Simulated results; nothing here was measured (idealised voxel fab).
Proc. module: voxel gate over fins
Cross-section cut spans 250 nm and uses square cells 5 nm in size.
Each cross-section below is a grid of square cells, stated as bands in top-down order, with one or more rows of cells making up each band. This entry defines a band. It first specifies the height of the band's top and the height of its bottom in nm, and then specifies the band's materials from left to right, stating each material with its width in nm. The word "full width" identifies a single material that fills the band from edge to edge, while the word "empty" identifies empty space. Where do heights start? At 0: under that level the wafer as delivered is made of one material only. And the lowest band has no floor; it just carries on downward, as in "0 down". So if you see something like "30 to 40" for the width, read it as the top row of the band sitting at the first number and the bottom row at the second, with every row in between moving by the same amount as the last. Step note "no modification" = no cross-section cell changed. For the entry "Listed closed voids", the listed items are empty spaces with no open way to the top whose size is 8 cells or more; each item follows the pattern width x height at distance, where distance is from the left edge and all three are in nm. Anything after a step's settings on that line? It's the simulator's own note about the step. overlay nm: for a step with a mask, the amount by which the mask lay right of where it was planned; a negative amount means left of it.
Intended process steps
1 RECEIVE with material Si
2 CONFORMAL_DEP with material SiN, thk nm 5
3 MASKED_ETCH with tone cover, mask id FINS, width nm 15, pitch nm 35, etch materials SiN, depth nm 5, overlay nm 0
4 MASKED_ETCH with tone cover, mask id FINS, width nm 15, pitch nm 35, etch materials Si, depth nm 40, overlay nm 0
5 FILL_DEP with material SiO2, thk nm 10
6 CMP with height nm 5
7 SELECTIVE_ETCH with etch materials SiO2, depth nm 15
8 STRIP with etch materials SiN
9 CONFORMAL_DEP with material HfO2, thk nm 5
10 CONFORMAL_DEP with material TiN, thk nm 5
11 FILL_DEP with material W, thk nm 10
12 CMP with height nm 15
13 CONFORMAL_DEP with material SiCN, thk nm 10
As received (post step 1): cross-section
* 0 down | Si full width
* Listed closed voids: none
The first of the two wafers as seen in cross-section once the module was finished; processing followed the plan
* 25 to 15 | SiCN full width
* 15 to 10 | W full width
* 10 to 5 | 90 of W, 70 of TiN, 90 of W
* 5 to 0 | 90 of W, 5 of TiN, 25 of HfO2, 10 of TiN, 25 of HfO2, 5 of TiN, 90 of W
* 0 to -5 | 95 of TiN, 5 of HfO2, 15 of Si, 5 of HfO2, 10 of TiN, 5 of HfO2, 15 of Si, 5 of HfO2, 95 of TiN
* -5 to -10 | 100 of HfO2, 15 of Si, 20 of HfO2, 15 of Si, 100 of HfO2
* -10 to -40 | 100 of SiO2, 15 of Si, 20 of SiO2, 15 of Si, 100 of SiO2
* -40 down | Si full width
* Listed closed voids: none
End-of-module cross-section of the second wafer: identical starting point and process plan to the first, with one processing mistake
* 25 to 15 | SiCN full width
* 15 to 10 | W full width
* 10 to 5 | 90 of W, 70 of TiN, 90 of W
* 5 to 0 | 90 of W, 5 of TiN, 25 of HfO2, 10 of TiN, 25 of HfO2, 5 of TiN, 90 of W
* 0 to -15 | 90 of W, 5 of TiN, 5 of HfO2, 15 of Si, 5 of HfO2, 10 of TiN, 5 of HfO2, 15 of Si, 5 of HfO2, 5 of TiN, 90 of W
* -15 to -20 | 95 of TiN, 5 of HfO2, 15 of Si, 5 of HfO2, 10 of TiN, 5 of HfO2, 15 of Si, 5 of HfO2, 95 of TiN
* -20 to -25 | 100 of HfO2, 15 of Si, 20 of HfO2, 15 of Si, 100 of HfO2
* -25 to -40 | 100 of SiO2, 15 of Si, 20 of SiO2, 15 of Si, 100 of SiO2
* -40 down | Si full width
* Listed closed voids: none
Error vs. plan: twice, step 7 of the plan was run
End check, counted in cells, second wafer has more or fewer of these materials than the first: HfO2: 12 more; SiO2: 132 fewer; TiN: 12 more; W: 108 more
